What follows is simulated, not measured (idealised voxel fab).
The following is a process module called voxel plated lines.
Square cell edge 5 nm, section width 285 nm, ID cut.
For the purposes of this document, a cross-section shall be understood as a grid of square cells, specified as bands listed in top-to-bottom order, each band consisting of one or more rows of cells.
The band entry comprises the height of the band's top followed by the height of its bottom, expressed in nm, and subsequently the band's materials from left to right, each stated together with its width in nm. Where a single material is marked with the word "full width", that material fills the band from edge to edge. The word "blank" represents empty space.
Height datum 0, below which the as-received substrate wafer is one material. Lowest band open at the bottom, running downward: "0 and below".
A width given as "30..40" starts at the first number in the band's top row and ends at the second number in its bottom row, shifting by an equal amount at every step from row to row.
The designation "same as before", where it is given for a processing step, indicates that no cell of the cross-section was altered in the course of that step.
The list in "Trapped voids" covers empty spaces of 8 cells or more that cannot reach the top through any open way, and it gives each as width x height at distance; the distance is from the left edge, and width, height and distance are in nm.
The remark found on a step's line after its settings is issued by the simulator itself and pertains to that step.
The optional step-line setting "overlay nm" applies to steps with a mask and quantifies how far to the right of its planned location the mask lay, a negative value indicating leftward placement.

The planned process steps are enumerated hereunder
1) RECEIVE (material Si)
2) CONFORMAL_DEP (material SiN; thk nm 10)
3) DIRECTIONAL_DEP (material TiN; thk nm 5)
4) PATTERN (tone open; mask id LINES; material resist; width nm 30; pitch nm 60; thk nm 15; overlay nm 0)
5) EPI (material Ru; thk nm 10)
6) STRIP (etch materials resist)
7) DIRECTIONAL_ETCH (etch materials TiN; depth nm 5)
8) CONFORMAL_DEP (material SiN; thk nm 10)

As received (post step 1): cross-section
- 0 and below = Si full width
- Trapped voids: none

The first of the two wafers as seen in cross-section once the module was finished; processing followed the plan
- 35 down to 25 = 85 of blank, 50 of SiN, 10 of blank, 50 of SiN, 90 of blank
- 25 down to 20 = 85 of blank, 10 of SiN, 30 of Ru, 10 of SiN, 10 of blank, 10 of SiN, 30 of Ru, 10 of SiN, 90 of blank
- 20 down to 15 = 95 of SiN, 30 of Ru, 30 of SiN, 30 of Ru, 100 of SiN
- 15 down to 10 = 95 of SiN, 30 of TiN, 30 of SiN, 30 of TiN, 100 of SiN
- 10 down to 0 = SiN full width
- 0 and below = Si full width
- Trapped voids: none

Here is the second of the two wafers cut open at the end of the module - same start, same plan as the first one, but we made one mistake running it
- 25 down to 15 = 85 of blank, 50 of SiN, 10 of blank, 50 of SiN, 90 of blank
- 15 down to 10 = 85 of blank, 10 of SiN, 30 of Ru, 10 of SiN, 10 of blank, 10 of SiN, 30 of Ru, 10 of SiN, 90 of blank
- 10 down to 5 = 95 of SiN, 30 of Ru, 30 of SiN, 30 of Ru, 100 of SiN
- 5 down to 0 = 95 of SiN, 30 of TiN, 30 of SiN, 30 of TiN, 100 of SiN
- 0 and below = Si full width
- Trapped voids: none
what went wrong: heads up, step 2 of the plan was skipped and never actually ran
Wrapping up, a cell-based count of both wafers puts the second over or under the first for these materials: 114 fewer of SiN
